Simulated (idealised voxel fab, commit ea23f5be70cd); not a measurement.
Proc. module: voxel transistor to metal
190 nm wide, 5 nm square cells: that's cross-section cut.
Cross-section spec: square-cell grid; bands listed top down; each band is one or more rows.
This entry defines a band. It first specifies the height of the band's top and the height of its bottom in nm, and then specifies the band's materials from left to right, stating each material with its width in nm. The word "throughout" identifies a single material that fills the band from edge to edge, while the word "empty" identifies empty space.
Heights are reckoned from 0. Under this level, the received wafer is all of one material. The bottommost band is open-ended downward, for example "from 0 down".
With a width like "30->40", each row of cells in the band differs from the next by the same amount, the top row carrying the first number and the bottom row the second.
Given "nothing got changed" for a step, no cell of the cross-section differs between before and after that step.
"Fully enclosed voids": sealed empty spaces, 8 cells or more, no open way to top, listed width x height at distance, with distance from the left edge and width, height and distance in nm.
That trailing text on a step's line, after the settings, is the simulator's own remark on the step.
"overlay nm", when on a step's line for a step with a mask, measures how far to the right of its planned place the mask lay; a negative measure means to the left.
Plan:
1) RECEIVE: material Si
2) CONFORMAL_DEP: material SiO2, thk nm 5
3) CONFORMAL_DEP: material SiN, thk nm 15
4) MASKED_ETCH: tone cover, mask id ACTIVE, width nm 115, etch materials SiN, depth nm 15, overlay nm 0
5) MASKED_ETCH: tone cover, mask id ACTIVE, width nm 115, etch materials SiO2, depth nm 5, overlay nm 0
6) MASKED_ETCH: tone cover, mask id ACTIVE, width nm 115, etch materials Si, depth nm 30, overlay nm 0
7) OXIDIZE: depth nm 5
8) FILL_DEP: material SiO2, thk nm 10
9) CMP: height nm 20
10) SELECTIVE_ETCH: etch materials SiO2, depth nm 15
11) STRIP: etch materials SiN
12) SELECTIVE_ETCH: etch materials SiO2, depth nm 5
13) OXIDIZE: depth nm 5
14) DIRECTIONAL_DEP: material polySi, thk nm 25
15) DIRECTIONAL_DEP: material SiCN, thk nm 10
16) PATTERN: tone cover, mask id GATE, material resist, width nm 25, thk nm 20, overlay nm 0
17) DIRECTIONAL_ETCH: etch materials SiCN, depth nm 20
18) DIRECTIONAL_ETCH: etch materials polySi, depth nm 35
19) STRIP: etch materials resist
20) CONFORMAL_DEP: material SiO2, thk nm 5
21) DIRECTIONAL_ETCH: etch materials SiO2, depth nm 5
22) CONFORMAL_DEP: material SiN, thk nm 5
23) DIRECTIONAL_ETCH: etch materials SiN, depth nm 5
24) DIRECTIONAL_ETCH: etch materials SiO2, depth nm 5
25) EPI: material pSi, thk nm 5
26) FILL_DEP: material SiO2, thk nm 10
27) CMP: height nm 35
28) DIRECTIONAL_DEP: material SiO2, thk nm 10
29) MASKED_ETCH: tone open, mask id CONTACT, width nm 15, pitch nm 80, etch materials SiO2, depth nm 45, overlay nm 0
30) CONFORMAL_DEP: material TiN, thk nm 5
31) FILL_DEP: material Ru, thk nm 5
32) CMP: height nm 45
33) DIRECTIONAL_DEP: material TiN, thk nm 5
34) DIRECTIONAL_DEP: material W, thk nm 25
35) MASKED_ETCH: tone cover, mask id METAL_1, width nm 15, pitch nm 80, etch materials W, depth nm 25, overlay nm 0
36) MASKED_ETCH: tone cover, mask id METAL_1, width nm 15, pitch nm 80, etch materials TiN, depth nm 5, overlay nm 0
37) CONFORMAL_DEP: material SiCN, thk nm 5
38) FILL_DEP: material SiO2, thk nm 5
39) CMP: height nm 75
40) CONFORMAL_DEP: material SiN, thk nm 5
The first of two wafers, run as planned:
Incoming wafer in cross-section (state: after step 1):
from 0 down = Si throughout
Fully enclosed voids: none
The following cross-section depicts the wafer upon completion of step 2:
from 5 to 0 = SiO2 throughout
below 0: unchanged
The following cross-section depicts the wafer upon completion of step 3:
from 20 to 5 = SiN throughout
below 5: unchanged
The following cross-section depicts the wafer upon completion of step 4:
from 20 to 5 = 35 empty  115 SiN  40 empty
below 5: unchanged
The following cross-section depicts the wafer upon completion of step 5:
from 20 to 5 = 35 empty  115 SiN  40 empty
from 5 to 0 = 35 empty  115 SiO2  40 empty
below 0: unchanged
The following cross-section depicts the wafer upon completion of step 6:
from 20 to 5 = 35 empty  115 SiN  40 empty
from 5 to 0 = 35 empty  115 SiO2  40 empty
from 0 to -30 = 35 empty  115 Si  40 empty
below -30: unchanged
The following cross-section depicts the wafer upon completion of step 7:
from 20 to 5 = 35 empty  115 SiN  40 empty
from 5 to 0 = 35 empty  115 SiO2  40 empty
from 0 to -30 = 35 empty  5 SiO2  105 Si  5 SiO2  40 empty
from -30 to -35 = 40 SiO2  105 Si  45 SiO2
below -35: unchanged
The following cross-section depicts the wafer upon completion of step 8:
from 30 to 20 = SiO2 throughout
from 20 to 5 = 35 SiO2  115 SiN  40 SiO2
from 5 to 0 = SiO2 throughout
from 0 to -35 = 40 SiO2  105 Si  45 SiO2
below -35: unchanged
The following cross-section depicts the wafer upon completion of step 9:
from 20 to 5 = 35 SiO2  115 SiN  40 SiO2
below 5: unchanged
The following cross-section depicts the wafer upon completion of step 10:
from 20 to 5 = 35 empty  115 SiN  40 empty
below 5: unchanged
The following cross-section depicts the wafer upon completion of step 11:
from 5 to 0 = SiO2 throughout
below 0: unchanged
The following cross-section depicts the wafer upon completion of step 12:
from 0 to -35 = 40 SiO2  105 Si  45 SiO2
below -35: unchanged
The following cross-section depicts the wafer upon completion of step 13:
from 0 to -5 = SiO2 throughout
below -5: unchanged
The following cross-section depicts the wafer upon completion of step 14:
from 25 to 0 = polySi throughout
below 0: unchanged
The following cross-section depicts the wafer upon completion of step 15:
from 35 to 25 = SiCN throughout
below 25: unchanged
The following cross-section depicts the wafer upon completion of step 16:
from 55 to 35 = 80 empty  25 resist  85 empty
below 35: unchanged
The following cross-section depicts the wafer upon completion of step 17:
from 55 to 35 = 80 empty  25 resist  85 empty
from 35 to 25 = 80 empty  25 SiCN  85 empty
below 25: unchanged
The following cross-section depicts the wafer upon completion of step 18:
from 55 to 35 = 80 empty  25 resist  85 empty
from 35 to 25 = 80 empty  25 SiCN  85 empty
from 25 to 0 = 80 empty  25 polySi  85 empty
below 0: unchanged
The following cross-section depicts the wafer upon completion of step 19:
from 35 to 25 = 80 empty  25 SiCN  85 empty
below 25: unchanged
The following cross-section depicts the wafer upon completion of step 20:
from 40 to 35 = 75 empty  35 SiO2  80 empty
from 35 to 25 = 75 empty  5 SiO2  25 SiCN  5 SiO2  80 empty
from 25 to 5 = 75 empty  5 SiO2  25 polySi  5 SiO2  80 empty
from 5 to 0 = 80 SiO2  25 polySi  85 SiO2
below 0: unchanged
The following cross-section depicts the wafer upon completion of step 21:
from 35 to 25 = 75 empty  5 SiO2  25 SiCN  5 SiO2  80 empty
from 25 to 0 = 75 empty  5 SiO2  25 polySi  5 SiO2  80 empty
below 0: unchanged
The following cross-section depicts the wafer upon completion of step 22:
from 40 to 35 = 70 empty  45 SiN  75 empty
from 35 to 25 = 70 empty  5 SiN  5 SiO2  25 SiCN  5 SiO2  5 SiN  75 empty
from 25 to 5 = 70 empty  5 SiN  5 SiO2  25 polySi  5 SiO2  5 SiN  75 empty
from 5 to 0 = 75 SiN  5 SiO2  25 polySi  5 SiO2  80 SiN
below 0: unchanged
The following cross-section depicts the wafer upon completion of step 23:
from 35 to 25 = 70 empty  5 SiN  5 SiO2  25 SiCN  5 SiO2  5 SiN  75 empty
from 25 to 0 = 70 empty  5 SiN  5 SiO2  25 polySi  5 SiO2  5 SiN  75 empty
below 0: unchanged
The following cross-section depicts the wafer upon completion of step 24:
from 35 to 30 = 70 empty  5 SiN  5 empty  25 SiCN  5 empty  5 SiN  75 empty
from 30 to 25 = 70 empty  5 SiN  5 SiO2  25 SiCN  5 SiO2  5 SiN  75 empty
from 25 to 0 = 70 empty  5 SiN  5 SiO2  25 polySi  5 SiO2  5 SiN  75 empty
from 0 to -5 = 70 empty  45 SiO2  75 empty
below -5: unchanged
The following cross-section depicts the wafer upon completion of step 25:
from 35 to 30 = 70 empty  5 SiN  5 empty  25 SiCN  5 empty  5 SiN  75 empty
from 30 to 25 = 70 empty  5 SiN  5 SiO2  25 SiCN  5 SiO2  5 SiN  75 empty
from 25 to 0 = 70 empty  5 SiN  5 SiO2  25 polySi  5 SiO2  5 SiN  75 empty
from 0 to -5 = 35 empty  35 pSi  45 SiO2  35 pSi  40 empty
below -5: unchanged
The following cross-section depicts the wafer upon completion of step 26:
from 45 to 35 = SiO2 throughout
from 35 to 25 = 70 SiO2  5 SiN  5 SiO2  25 SiCN  5 SiO2  5 SiN  75 SiO2
from 25 to 0 = 70 SiO2  5 SiN  5 SiO2  25 polySi  5 SiO2  5 SiN  75 SiO2
from 0 to -5 = 35 SiO2  35 pSi  45 SiO2  35 pSi  40 SiO2
below -5: unchanged
The following cross-section depicts the wafer upon completion of step 27:
from 35 to 25 = 70 SiO2  5 SiN  5 SiO2  25 SiCN  5 SiO2  5 SiN  75 SiO2
below 25: unchanged
The following cross-section depicts the wafer upon completion of step 28:
from 45 to 35 = SiO2 throughout
below 35: unchanged
The following cross-section depicts the wafer upon completion of step 29:
from 45 to 35 = 45 SiO2  15 empty  65 SiO2  15 empty  50 SiO2
from 35 to 25 = 45 SiO2  15 empty  10 SiO2  5 SiN  5 SiO2  25 SiCN  5 SiO2  5 SiN  10 SiO2  15 empty  50 SiO2
from 25 to 0 = 45 SiO2  15 empty  10 SiO2  5 SiN  5 SiO2  25 polySi  5 SiO2  5 SiN  10 SiO2  15 empty  50 SiO2
below 0: unchanged
The following cross-section depicts the wafer upon completion of step 30:
from 50 to 45 = 50 TiN  5 empty  75 TiN  5 empty  55 TiN
from 45 to 35 = 45 SiO2  5 TiN  5 empty  5 TiN  65 SiO2  5 TiN  5 empty  5 TiN  50 SiO2
from 35 to 25 = 45 SiO2  5 TiN  5 empty  5 TiN  10 SiO2  5 SiN  5 SiO2  25 SiCN  5 SiO2  5 SiN  10 SiO2  5 TiN  5 empty  5 TiN  50 SiO2
from 25 to 5 = 45 SiO2  5 TiN  5 empty  5 TiN  10 SiO2  5 SiN  5 SiO2  25 polySi  5 SiO2  5 SiN  10 SiO2  5 TiN  5 empty  5 TiN  50 SiO2
from 5 to 0 = 45 SiO2  15 TiN  10 SiO2  5 SiN  5 SiO2  25 polySi  5 SiO2  5 SiN  10 SiO2  15 TiN  50 SiO2
below 0: unchanged
The following cross-section depicts the wafer upon completion of step 31:
from 55 to 50 = Ru throughout
from 50 to 45 = 50 TiN  5 Ru  75 TiN  5 Ru  55 TiN
from 45 to 35 = 45 SiO2  5 TiN  5 Ru  5 TiN  65 SiO2  5 TiN  5 Ru  5 TiN  50 SiO2
from 35 to 25 = 45 SiO2  5 TiN  5 Ru  5 TiN  10 SiO2  5 SiN  5 SiO2  25 SiCN  5 SiO2  5 SiN  10 SiO2  5 TiN  5 Ru  5 TiN  50 SiO2
from 25 to 5 = 45 SiO2  5 TiN  5 Ru  5 TiN  10 SiO2  5 SiN  5 SiO2  25 polySi  5 SiO2  5 SiN  10 SiO2  5 TiN  5 Ru  5 TiN  50 SiO2
below 5: unchanged
The following cross-section depicts the wafer upon completion of step 32:
from 45 to 35 = 45 SiO2  5 TiN  5 Ru  5 TiN  65 SiO2  5 TiN  5 Ru  5 TiN  50 SiO2
below 35: unchanged
The following cross-section depicts the wafer upon completion of step 33:
from 50 to 45 = TiN throughout
below 45: unchanged
The following cross-section depicts the wafer upon completion of step 34:
from 75 to 50 = W throughout
below 50: unchanged
The following cross-section depicts the wafer upon completion of step 35:
from 75 to 50 = 45 empty  15 W  65 empty  15 W  50 empty
below 50: unchanged
The following cross-section depicts the wafer upon completion of step 36:
from 75 to 50 = 45 empty  15 W  65 empty  15 W  50 empty
from 50 to 45 = 45 empty  15 TiN  65 empty  15 TiN  50 empty
below 45: unchanged
The following cross-section depicts the wafer upon completion of step 37:
from 80 to 75 = 40 empty  25 SiCN  55 empty  25 SiCN  45 empty
from 75 to 50 = 40 empty  5 SiCN  15 W  5 SiCN  55 empty  5 SiCN  15 W  5 SiCN  45 empty
from 50 to 45 = 45 SiCN  15 TiN  65 SiCN  15 TiN  50 SiCN
below 45: unchanged
The following cross-section depicts the wafer upon completion of step 38:
from 85 to 80 = SiO2 throughout
from 80 to 75 = 40 SiO2  25 SiCN  55 SiO2  25 SiCN  45 SiO2
from 75 to 50 = 40 SiO2  5 SiCN  15 W  5 SiCN  55 SiO2  5 SiCN  15 W  5 SiCN  45 SiO2
below 50: unchanged
The following cross-section depicts the wafer upon completion of step 39:
from 75 to 50 = 40 SiO2  5 SiCN  15 W  5 SiCN  55 SiO2  5 SiCN  15 W  5 SiCN  45 SiO2
below 50: unchanged
The following cross-section depicts the wafer upon completion of step 40:
from 80 to 75 = SiN throughout
below 75: unchanged
The second wafer began exactly as the first did and followed the same plan, but one mistake was made while running it; through step 34 inclusive, the two wafers are identical:
Cross-sectional view of the second wafer at the intended end time of process step 35:
from 75 to 50 = 40 empty  25 W  55 empty  25 W  45 empty
below 50: unchanged
Cross-sectional view of the second wafer at the intended end time of process step 36:
from 75 to 50 = 40 empty  25 W  55 empty  25 W  45 empty
from 50 to 45 = 40 empty  25 TiN  55 empty  25 TiN  45 empty
below 45: unchanged
Cross-sectional view of the second wafer at the intended end time of process step 37:
from 80 to 75 = 35 empty  35 SiCN  45 empty  35 SiCN  40 empty
from 75 to 50 = 35 empty  5 SiCN  25 W  5 SiCN  45 empty  5 SiCN  25 W  5 SiCN  40 empty
from 50 to 45 = 40 SiCN  25 TiN  55 SiCN  25 TiN  45 SiCN
below 45: unchanged
Cross-sectional view of the second wafer at the intended end time of process step 38:
from 85 to 80 = SiO2 throughout
from 80 to 75 = 35 SiO2  35 SiCN  45 SiO2  35 SiCN  40 SiO2
from 75 to 50 = 35 SiO2  5 SiCN  25 W  5 SiCN  45 SiO2  5 SiCN  25 W  5 SiCN  40 SiO2
below 50: unchanged
Cross-sectional view of the second wafer at the intended end time of process step 39:
from 75 to 50 = 35 SiO2  5 SiCN  25 W  5 SiCN  45 SiO2  5 SiCN  25 W  5 SiCN  40 SiO2
below 50: unchanged
Cross-sectional view of the second wafer at the intended end time of process step 40:
from 80 to 75 = SiN throughout
below 75: unchanged
It is concluded that the wafer was processed incorrectly with respect to the plan, in that step 35 went in with a setting other than planned; the actual run was MASKED_ETCH: tone cover, mask id METAL_1, width nm 25, pitch nm 80, etch materials W, depth nm 25, overlay nm 0
The final cell counts differ between the wafers, with the second having more or fewer of some materials than the first: -4 SiCN; -20 SiO2; +4 TiN; +20 W
